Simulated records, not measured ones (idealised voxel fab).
The process module presented herein is designated voxel gate over fins.
FYI the section here is cut, 280 nm wide, cells are 5 nm squares.
Throughout this document, each cross-section is represented as a grid of square cells and is presented as a sequence of bands enumerated from the top downward, where a band comprises one or more rows of cells. In this notation a band is specified by the heights of its top and bottom, in that order and in nm, after which its materials appear from left to right, each paired with its width in nm. The word "throughout" attached to a single material means that material fills the band from edge to edge; the word "empty" stands for empty space. A quick word on heights: they are counted from 0, and under that level the wafer as it came to us is one material throughout. The lowest band is different from the rest in having no bottom; it simply continues downward, written as in "from 0 down". Think of "30->40" as a width that walks from the first number to the second as you go down the band, top row to bottom row, taking equal-sized steps from row to row. Basically "all unchanged" means that step didn't change any cell in the cross-section. You'll see "Voids, enclosed" listing empty spaces that have no way open to the top, as long as they're 8 cells or more; the notation is width x height at distance, where the distance is from the left edge, and all of it is in nm. after a step's settings: what the simulator itself notes on the step. Each step line may optionally specify "overlay nm", which for a step with a mask gives the rightward distance between the mask's planned place and where it lay, a negative value indicating the leftward direction.
### plan
- 1: RECEIVE | material Si
- 2: CONFORMAL_DEP | material SiN | thk nm 10
- 3: DIRECTIONAL_DEP | material aC | thk nm 10
- 4: PATTERN | tone cover | mask id FINS | material resist | width nm 15 | pitch nm 60 | thk nm 25 | overlay nm 0
- 5: DIRECTIONAL_ETCH | etch materials aC | depth nm 10
- 6: STRIP | etch materials resist
- 7: DIRECTIONAL_ETCH | etch materials SiN | depth nm 10
- 8: DIRECTIONAL_ETCH | etch materials Si | depth nm 30
- 9: STRIP | etch materials aC
- 10: OXIDIZE | depth nm 5
- 11: FILL_DEP | material SiO2 | thk nm 5
- 12: CMP | height nm 10
- 13: PATTERN | tone open | mask id RAIL | material resist | width nm 15 | thk nm 20 | overlay nm 0
- 14: DIRECTIONAL_ETCH | etch materials SiO2 | depth nm 35
- 15: STRIP | etch materials resist
- 16: CONFORMAL_DEP | material TiN | thk nm 5
- 17: FILL_DEP | material W | thk nm 10
- 18: CMP | height nm 10
- 19: SELECTIVE_ETCH | etch materials W Ru TiN | depth nm 30
- 20: FILL_DEP | material SiO2 | thk nm 5
- 21: CMP | height nm 10
- 22: SELECTIVE_ETCH | etch materials SiO2 | depth nm 25
- 23: STRIP | etch materials SiN
- 24: CONFORMAL_DEP | material HfO2 | thk nm 5
- 25: CONFORMAL_DEP | material TiN | thk nm 5
- 26: FILL_DEP | material W | thk nm 15
- 27: CMP | height nm 20
- 28: CONFORMAL_DEP | material SiCN | thk nm 10
Split variable: width nm, step 13. Plan value = first wafer. Wafers start alike.
### Incoming state of the first of several wafers in cross-section: after step 1
> from 0 down  Si throughout
> Voids, enclosed: none
### Per-wafer rows below. For each material: cells gained (+) or lost (-) since the wafer was received, as of end of module. Then: closed voids
width nm 15, +74 HfO2, -371 Si, +112 SiCN, +209 SiO2, +77 TiN, +235 W, Voids, enclosed: none
width nm 20, +74 HfO2, -371 Si, +112 SiCN, +208 SiO2, +78 TiN, +235 W, Voids, enclosed: none
width nm 25, +74 HfO2, -371 Si, +112 SiCN, +207 SiO2, +79 TiN, +235 W, Voids, enclosed: none
width nm 30, +74 HfO2, -371 Si, +112 SiCN, +206 SiO2, +80 TiN, +235 W, Voids, enclosed: none
